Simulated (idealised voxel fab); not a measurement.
Proc. module: voxel wiring stack
The cross-section on display is named cut; it measures 185 nm wide, and its cells are 5 nm squares.
Each cross-section below is a grid of square cells, stated as bands in top-down order, with one or more rows of cells making up each band.
A band entry consists of two parts. The first gives the height of the band's top and the height of its bottom, in nm. The rest lists the band's materials from left to right, each with its width in nm. A single material labelled with the word "full width" fills the band from edge to edge, and the word "air" marks empty space.
Heights are measured from 0, the level below which the as-received wafer is all one material; the lowest band has no bottom and continues downward, written as in "0 nm and below".
Width: "30->40" (first number = top row, second number = bottom row, same change from row to row of cells).
Where the words "no alteration" appear for a step, the cross-section shows no cell changed by that step; every cell remained as before.
Basically, "Closed void inventory" tells you about the enclosed voids: empty spaces with no open way to the top, 8 cells or bigger, each written width x height at distance, where distance is from the left edge, all in nm.
Past the settings on a step's line: simulator remark, on that step.
Each step line may optionally specify "overlay nm", which for a step with a mask gives the rightward distance between the mask's planned place and where it lay, a negative value indicating the leftward direction.

Set out below are the planned steps of the process:
1. RECEIVE with material Si
2. CONFORMAL_DEP with material SiO2, thk nm 10
3. CONFORMAL_DEP with material SiN, thk nm 5
4. DIRECTIONAL_DEP with material SiO2, thk nm 25
5. MASKED_ETCH with tone open, mask id METAL_1, width nm 20, pitch nm 45, etch materials SiO2, depth nm 25, overlay nm 0
6. MASKED_ETCH with tone open, mask id METAL_1, width nm 20, pitch nm 45, etch materials SiN, depth nm 5, overlay nm 0
7. CONFORMAL_DEP with material TiN, thk nm 5
8. FILL_DEP with material Cu, thk nm 5
9. CMP with height nm 40
10. EPI with material Ru, thk nm 5
11. FILL_DEP with material SiCN, thk nm 5
12. DIRECTIONAL_DEP with material lowk, thk nm 30
13. DIRECTIONAL_DEP with material aC, thk nm 10
14. PATTERN with tone open, mask id METAL_2_HOLES, material resist, width nm 15, pitch nm 45, thk nm 30, overlay nm 0
15. DIRECTIONAL_ETCH with etch materials aC, depth nm 10
16. STRIP with etch materials resist
17. DIRECTIONAL_ETCH with etch materials lowk, depth nm 30
18. STRIP with etch materials aC
19. MASKED_ETCH with tone open, mask id METAL_2, width nm 20, pitch nm 45, etch materials lowk, depth nm 20, overlay nm 0
20. MASKED_ETCH with tone open, mask id METAL_2, width nm 20, pitch nm 45, etch materials SiCN, depth nm 5, overlay nm 0
21. CONFORMAL_DEP with material TiN, thk nm 5
22. FILL_DEP with material Cu, thk nm 10
23. CMP with height nm 80
24. CONFORMAL_DEP with material SiN, thk nm 5

Cross-section: wafer on arrival = after step 1:
* 0 nm and below  Si full width
* Closed void inventory: none

Module complete - cross-section of the first of two wafers, run according to plan:
* 85 nm to 80 nm  SiN full width
* 80 nm to 65 nm  lowk 15 nm, TiN 5 nm, Cu 10 nm, TiN 5 nm, lowk 25 nm, TiN 5 nm, Cu 10 nm, TiN 5 nm, lowk 25 nm, TiN 5 nm, Cu 10 nm, TiN 5 nm, lowk 25 nm, TiN 5 nm, Cu 10 nm, TiN 5 nm, lowk 15 nm
* 65 nm to 60 nm  lowk 15 nm, TiN 5 nm, Cu 5 nm, TiN 10 nm, lowk 25 nm, TiN 5 nm, Cu 5 nm, TiN 10 nm, lowk 25 nm, TiN 5 nm, Cu 5 nm, TiN 10 nm, lowk 25 nm, TiN 5 nm, Cu 5 nm, TiN 10 nm, lowk 15 nm
* 60 nm to 50 nm  lowk 15 nm, TiN 5 nm, Cu 5 nm, TiN 5 nm, lowk 30 nm, TiN 5 nm, Cu 5 nm, TiN 5 nm, lowk 30 nm, TiN 5 nm, Cu 5 nm, TiN 5 nm, lowk 30 nm, TiN 5 nm, Cu 5 nm, TiN 5 nm, lowk 20 nm
* 50 nm to 45 nm  SiCN 15 nm, TiN 15 nm, SiCN 30 nm, TiN 15 nm, SiCN 30 nm, TiN 15 nm, SiCN 30 nm, TiN 15 nm, SiCN 20 nm
* 45 nm to 40 nm  SiCN 10 nm, Ru 30 nm, SiCN 15 nm, Ru 30 nm, SiCN 15 nm, Ru 30 nm, SiCN 15 nm, Ru 30 nm, SiCN 10 nm
* 40 nm to 15 nm  SiO2 15 nm, TiN 5 nm, Cu 10 nm, TiN 5 nm, SiO2 25 nm, TiN 5 nm, Cu 10 nm, TiN 5 nm, SiO2 25 nm, TiN 5 nm, Cu 10 nm, TiN 5 nm, SiO2 25 nm, TiN 5 nm, Cu 10 nm, TiN 5 nm, SiO2 15 nm
* 15 nm to 10 nm  SiN 15 nm, TiN 20 nm, SiN 25 nm, TiN 20 nm, SiN 25 nm, TiN 20 nm, SiN 25 nm, TiN 20 nm, SiN 15 nm
* 10 nm to 0 nm  SiO2 full width
* 0 nm and below  Si full width
* Closed void inventory: none

Wafer two (of two), end-of-module cross-section: start = wafer one, plan = wafer one, one run mistake:
* 85 nm to 80 nm  SiN full width
* 80 nm to 65 nm  lowk 15 nm, TiN 5 nm, Cu 10 nm, TiN 5 nm, lowk 25 nm, TiN 5 nm, Cu 10 nm, TiN 5 nm, lowk 25 nm, TiN 5 nm, Cu 10 nm, TiN 5 nm, lowk 25 nm, TiN 5 nm, Cu 10 nm, TiN 5 nm, lowk 15 nm
* 65 nm to 55 nm  lowk 15 nm, TiN 5 nm, Cu 5 nm, TiN 10->5 nm, lowk 25->30 nm, TiN 5 nm, Cu 5 nm, TiN 10->5 nm, lowk 25->30 nm, TiN 5 nm, Cu 5 nm, TiN 10->5 nm, lowk 25->30 nm, TiN 5 nm, Cu 5 nm, TiN 10->5 nm, lowk 15->20 nm
* 55 nm to 50 nm  lowk 15 nm, TiN 15 nm, lowk 30 nm, TiN 15 nm, lowk 30 nm, TiN 15 nm, lowk 30 nm, TiN 15 nm, lowk 20 nm
* 50 nm to 45 nm  SiCN 20 nm, TiN 10 nm, SiCN 35 nm, TiN 10 nm, SiCN 35 nm, TiN 10 nm, SiCN 35 nm, TiN 10 nm, SiCN 20 nm
* 45 nm to 40 nm  SiCN 10 nm, Ru 30 nm, SiCN 15 nm, Ru 30 nm, SiCN 15 nm, Ru 30 nm, SiCN 15 nm, Ru 30 nm, SiCN 10 nm
* 40 nm to 15 nm  SiO2 15 nm, TiN 5 nm, Cu 10 nm, TiN 5 nm, SiO2 25 nm, TiN 5 nm, Cu 10 nm, TiN 5 nm, SiO2 25 nm, TiN 5 nm, Cu 10 nm, TiN 5 nm, SiO2 25 nm, TiN 5 nm, Cu 10 nm, TiN 5 nm, SiO2 15 nm
* 15 nm to 10 nm  SiN 15 nm, TiN 20 nm, SiN 25 nm, TiN 20 nm, SiN 25 nm, TiN 20 nm, SiN 25 nm, TiN 20 nm, SiN 15 nm
* 10 nm to 0 nm  SiO2 full width
* 0 nm and below  Si full width
* Closed void inventory: none
Want to know what went wrong? step 20 ran as: MASKED_ETCH with tone open, mask id METAL_2, width nm 15, pitch nm 45, etch materials SiCN, depth nm 5, overlay nm 0
Upon completion, the second wafer contains, in terms of cells, a greater or smaller amount of certain materials than the first wafer: 4 fewer of Cu | 4 more of SiCN
